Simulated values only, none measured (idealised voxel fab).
Proc. module: voxel capacitor over wiring
Cross-sectional view cut (width: 295 nm; square cell size: 5 nm).
Square cells in a grid make up a cross-section in this document, and the grid is given as bands, listed from the top down, each one or more rows of cells.
First you get the band's top height and its bottom height, in nm, and then the materials it's made of, left to right, with each width in nm. If you see a single material with "everywhere", that one covers the band edge to edge. "empty" is empty space.
Height is counted from the level 0, under which the received wafer is composed throughout of one material. The lowest of the bands is not closed at the bottom but continues downward, in the notation "from 0 down".
So if you see something like "30->40" for the width, read it as the top row of the band sitting at the first number and the bottom row at the second, with every row in between moving by the same amount as the last.
It should be understood that the words "no alterations made", when stated for a given step, signify that the cross-section underwent no change in any of its cells during that step.
Listed in "Enclosed empty spaces": every empty space of 8 or more cells without an open way to the top. Form: width x height at distance, the distance being from the left edge, all in nm.
after a step's settings: what the simulator itself notes on the step
overlay nm: for a step with a mask, the amount by which the mask lay right of where it was planned; a negative amount means left of it.
[The steps planned for the process are as follows]
step 1: RECEIVE, material Si
step 2: CONFORMAL_DEP, material SiO2, thk nm 10
step 3: DIRECTIONAL_DEP, material TiN, thk nm 5
step 4: DIRECTIONAL_DEP, material W, thk nm 20
step 5: MASKED_ETCH, tone cover, mask id METAL_1, width nm 30, pitch nm 100, etch materials W, depth nm 20, overlay nm 0
step 6: MASKED_ETCH, tone cover, mask id METAL_1, width nm 30, pitch nm 100, etch materials TiN, depth nm 5, overlay nm 0
step 7: FILL_DEP, material SiO2, thk nm 5
step 8: CMP, height nm 35
step 9: CONFORMAL_DEP, material SiCN, thk nm 5
step 10: DIRECTIONAL_DEP, material lowk, thk nm 20
step 11: MASKED_ETCH, tone open, mask id PLUG_1, width nm 15, etch materials lowk, depth nm 20, overlay nm 0
step 12: MASKED_ETCH, tone open, mask id PLUG_1, width nm 15, etch materials SiCN, depth nm 5, overlay nm 0
step 13: EPI, material Ru, thk nm 10
step 14: EPI, material Ru, thk nm 10
step 15: EPI, material Ru, thk nm 5
step 16: DIRECTIONAL_DEP, material TiN, thk nm 5
step 17: DIRECTIONAL_DEP, material Al2O3, thk nm 5
step 18: DIRECTIONAL_DEP, material TiN, thk nm 5
step 19: DIRECTIONAL_DEP, material aC, thk nm 15
step 20: PATTERN, tone cover, mask id UPPER_PLATE, material resist, width nm 75, thk nm 30, overlay nm 0
step 21: DIRECTIONAL_ETCH, etch materials aC, depth nm 15
step 22: STRIP, etch materials resist
step 23: DIRECTIONAL_ETCH, etch materials TiN, depth nm 5
step 24: DIRECTIONAL_ETCH, etch materials Al2O3, depth nm 5
step 25: STRIP, etch materials aC
step 26: DIRECTIONAL_DEP, material aC, thk nm 10
step 27: PATTERN, tone cover, mask id LOWER_PLATE, material resist, width nm 85, thk nm 30, overlay nm 0
step 28: DIRECTIONAL_ETCH, etch materials aC, depth nm 10
step 29: STRIP, etch materials resist
step 30: DIRECTIONAL_ETCH, etch materials TiN, depth nm 5
step 31: STRIP, etch materials aC
step 32: FILL_DEP, material SiO2, thk nm 20
step 33: CMP, height nm 90
step 34: PATTERN, tone open, mask id PLUG_2, material resist, width nm 15, thk nm 15, overlay nm 0
step 35: DIRECTIONAL_ETCH, etch materials SiO2, depth nm 15
step 36: STRIP, etch materials resist
step 37: CONFORMAL_DEP, material TiN, thk nm 5
step 38: FILL_DEP, material Ru, thk nm 10
step 39: CMP, height nm 90
step 40: CONFORMAL_DEP, material SiCN, thk nm 5
[Shown in cross-section is the wafer as received, that is, as it stands after step 1]
  from 0 down  Si everywhere
  Enclosed empty spaces: none
[a wafer at the end: this start, this plan, one mistake]
  from 95 to 90  SiCN everywhere
  from 90 to 80  SiO2 (105->95), then TiN (15->25), then SiO2 (175)
  from 80 to 75  SiO2 (95), then Al2O3 (25), then SiO2 (175)
  from 75 to 70  SiO2 (90), then TiN (80), then SiO2 (125)
  from 70 to 65  SiO2 (85), then Ru (35), then Al2O3 (50), then SiO2 (125)
  from 65 to 60  SiO2 (85), then Ru (35), then TiN (55), then SiO2 (120)
  from 60 to 40  lowk (95), then Ru (15), then lowk (185)
  from 40 to 35  SiCN (95), then Ru (15), then SiCN (185)
  from 35 to 15  SiO2 (80), then W (30), then SiO2 (70), then W (30), then SiO2 (85)
  from 15 to 10  SiO2 (80), then TiN (30), then SiO2 (70), then TiN (30), then SiO2 (85)
  from 10 to 0  SiO2 everywhere
  from 0 down  Si everywhere
  Enclosed empty spaces: none
The plan and the run diverged here: one of the identical steps 13 and 14 was run twice, but which one cannot be determined
